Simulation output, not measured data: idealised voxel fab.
Process module in this document: voxel transistor to metal
For reference, the cross-section in this document is cut, with width 290 nm and square cells of 5 nm.
Cross-section, as written here: a square-cell grid given band by band from the top down, where a band holds one or more rows of cells. Top, bottom (nm), then materials left to right with widths (nm); lone material tagged "throughout" fills the whole band edge to edge; "air" = empty space. Convention: height 0 is the level below which the wafer, as received, is all one material. The lowest band does not terminate at the bottom but continues downward, represented as "0 nm and below". A width such as "30->40" changes by the same amount from each row of cells to the next, from the band's top row to its bottom row. For the purposes of this document, the phrase "no alterations made" attached to a step denotes that no cell within the cross-section was modified by that step. "Enclosed cavities" means: voids of 8 cells or more that are shut off from the top with no open way through. Written width x height at distance, distance from the left edge, in nm. It should be noted that, on the line of a given step, the content following the step's settings is a remark produced by the simulator itself with respect to that step. overlay nm: where the mask lay relative to plan, measured to the right, on steps with a mask; negatives go left.
**List of planned process steps**
| 1 | RECEIVE [material Si] |
| 2 | OXIDIZE [depth nm 5] |
| 3 | CONFORMAL_DEP [material SiN] [thk nm 10] |
| 4 | DIRECTIONAL_DEP [material aC] [thk nm 10] |
| 5 | PATTERN [tone cover] [mask id ACTIVE] [material resist] [width nm 100] [pitch nm 125] [thk nm 30] [overlay nm 0] |
| 6 | DIRECTIONAL_ETCH [etch materials aC] [depth nm 10] |
| 7 | STRIP [etch materials resist] |
| 8 | DIRECTIONAL_ETCH [etch materials SiN] [depth nm 10] |
| 9 | DIRECTIONAL_ETCH [etch materials SiO2] [depth nm 5] |
| 10 | DIRECTIONAL_ETCH [etch materials Si] [depth nm 20] |
| 11 | STRIP [etch materials aC] |
| 12 | OXIDIZE [depth nm 5] |
| 13 | FILL_DEP [material SiO2] [thk nm 5] |
| 14 | CMP [height nm 10] |
| 15 | SELECTIVE_ETCH [etch materials SiO2] [depth nm 5] |
| 16 | STRIP [etch materials SiN] |
| 17 | SELECTIVE_ETCH [etch materials SiO2] [depth nm 5] |
| 18 | OXIDIZE [depth nm 5] |
| 19 | DIRECTIONAL_DEP [material polySi] [thk nm 30] |
| 20 | DIRECTIONAL_DEP [material SiCN] [thk nm 10] |
| 21 | MASKED_ETCH [tone cover] [mask id GATE] [width nm 30] [pitch nm 125] [etch materials SiCN] [depth nm 20] [overlay nm 0] |
| 22 | MASKED_ETCH [tone cover] [mask id GATE] [width nm 30] [pitch nm 125] [etch materials polySi] [depth nm 40] [overlay nm 0] |
| 23 | CONFORMAL_DEP [material SiN] [thk nm 5] |
| 24 | DIRECTIONAL_ETCH [etch materials SiN] [depth nm 5] |
| 25 | DIRECTIONAL_ETCH [etch materials SiO2] [depth nm 5] |
| 26 | DIRECTIONAL_ETCH [etch materials Si] [depth nm 10] |
| 27 | EPI [material SiGe] [thk nm 10] |
| 28 | FILL_DEP [material SiO2] [thk nm 5] |
| 29 | CMP [height nm 25] |
| 30 | STRIP [etch materials polySi] |
| 31 | SELECTIVE_ETCH [etch materials SiO2] [depth nm 5] |
| 32 | CONFORMAL_DEP [material HfO2] [thk nm 5] |
| 33 | CONFORMAL_DEP [material TiN] [thk nm 5] |
| 34 | FILL_DEP [material W] [thk nm 5] |
| 35 | CMP [height nm 20] |
| 36 | DIRECTIONAL_DEP [material SiO2] [thk nm 10] |
| 37 | DIRECTIONAL_DEP [material aC] [thk nm 15] |
| 38 | PATTERN [tone open] [mask id CONTACT] [material resist] [width nm 15] [thk nm 30] [overlay nm 0] |
| 39 | DIRECTIONAL_ETCH [etch materials aC] [depth nm 15] |
| 40 | STRIP [etch materials resist] |
| 41 | DIRECTIONAL_ETCH [etch materials SiO2] [depth nm 40] |
| 42 | STRIP [etch materials aC] |
| 43 | CONFORMAL_DEP [material TiN] [thk nm 5] |
| 44 | FILL_DEP [material Ru] [thk nm 5] |
| 45 | CMP [height nm 30] |
| 46 | CONFORMAL_DEP [material SiN] [thk nm 5] |
| 47 | DIRECTIONAL_DEP [material lowk] [thk nm 25] |
| 48 | PATTERN [tone open] [mask id METAL_1] [material resist] [width nm 15] [thk nm 20] [overlay nm 0] |
| 49 | DIRECTIONAL_ETCH [etch materials lowk] [depth nm 25] |
| 50 | DIRECTIONAL_ETCH [etch materials SiN] [depth nm 5] |
| 51 | STRIP [etch materials resist] |
| 52 | CONFORMAL_DEP [material TiN] [thk nm 5] |
| 53 | FILL_DEP [material Cu] [thk nm 5] |
| 54 | CMP [height nm 60] |
| 55 | CONFORMAL_DEP [material SiN] [thk nm 5] |
**Here's what the wafer looked like in cross-section when it arrived - that's after step 1**
    0 nm and below  Si throughout
    Enclosed cavities: none
**Figure: cross-sectional view of the wafer upon completion of the module, processed from the initial state and according to the plan depicted above, with one error introduced during execution**
    65 nm to 60 nm  SiN throughout
    60 nm to 35 nm  lowk 35 nm, TiN 5 nm, Cu 5 nm, TiN 5 nm, lowk 60 nm, TiN 5 nm, Cu 5 nm, TiN 5 nm, lowk 35 nm, TiN 5 nm, Cu 5 nm, TiN 5 nm, lowk 60 nm, TiN 5 nm, Cu 5 nm, TiN 5 nm, lowk 40 nm
    35 nm to 30 nm  SiN 35 nm, TiN 15 nm, SiN 60 nm, TiN 15 nm, SiN 35 nm, TiN 15 nm, SiN 60 nm, TiN 15 nm, SiN 40 nm
    30 nm to 20 nm  SiO2 35 nm, TiN 5 nm, Ru 5 nm, TiN 5 nm, SiO2 60 nm, TiN 5 nm, Ru 5 nm, TiN 5 nm, SiO2 35 nm, TiN 5 nm, Ru 5 nm, TiN 5 nm, SiO2 60 nm, TiN 5 nm, Ru 5 nm, TiN 5 nm, SiO2 40 nm
    20 nm to 0 nm  SiO2 35 nm, TiN 5 nm, Ru 5 nm, TiN 5 nm, SiO2 10 nm, SiN 5 nm, TiN 5 nm, W 20 nm, TiN 5 nm, SiN 5 nm, SiO2 10 nm, TiN 5 nm, Ru 5 nm, TiN 5 nm, SiO2 35 nm, TiN 5 nm, Ru 5 nm, TiN 5 nm, SiO2 10 nm, SiN 5 nm, TiN 5 nm, W 20 nm, TiN 5 nm, SiN 5 nm, SiO2 10 nm, TiN 5 nm, Ru 5 nm, TiN 5 nm, SiO2 40 nm
    0 nm to -5 nm  SiO2 25 nm, SiN 5 nm, SiO2 5 nm, TiN 5 nm, Ru 5 nm, TiN 5 nm, SiGe 10 nm, SiN 5 nm, TiN 5 nm, W 20 nm, TiN 5 nm, SiN 5 nm, SiGe 10 nm, TiN 5 nm, Ru 5 nm, TiN 5 nm, SiO2 5 nm, SiN 5 nm, SiO2 15 nm, SiN 5 nm, SiO2 5 nm, TiN 5 nm, Ru 5 nm, TiN 5 nm, SiGe 10 nm, SiN 5 nm, TiN 5 nm, W 20 nm, TiN 5 nm, SiN 5 nm, SiGe 10 nm, TiN 5 nm, Ru 5 nm, TiN 5 nm, SiO2 5 nm, SiN 5 nm, SiO2 30 nm
    -5 nm to -10 nm  SiO2 35 nm, TiN 15 nm, SiGe 10 nm, TiN 40 nm, SiGe 10 nm, TiN 15 nm, SiO2 35 nm, TiN 15 nm, SiGe 10 nm, TiN 40 nm, SiGe 10 nm, TiN 15 nm, SiO2 40 nm
    -10 nm to -20 nm  SiO2 35 nm, SiGe 25 nm, Si 40 nm, SiGe 25 nm, SiO2 35 nm, SiGe 25 nm, Si 40 nm, SiGe 25 nm, SiO2 40 nm
    -20 nm to -30 nm  SiO2 35 nm, Si 90 nm, SiO2 35 nm, Si 90 nm, SiO2 40 nm
    -30 nm and below  Si throughout
    Enclosed cavities: none
What broke from the plan during processing? it should be noted that step 32 of the plan was omitted and was not performed
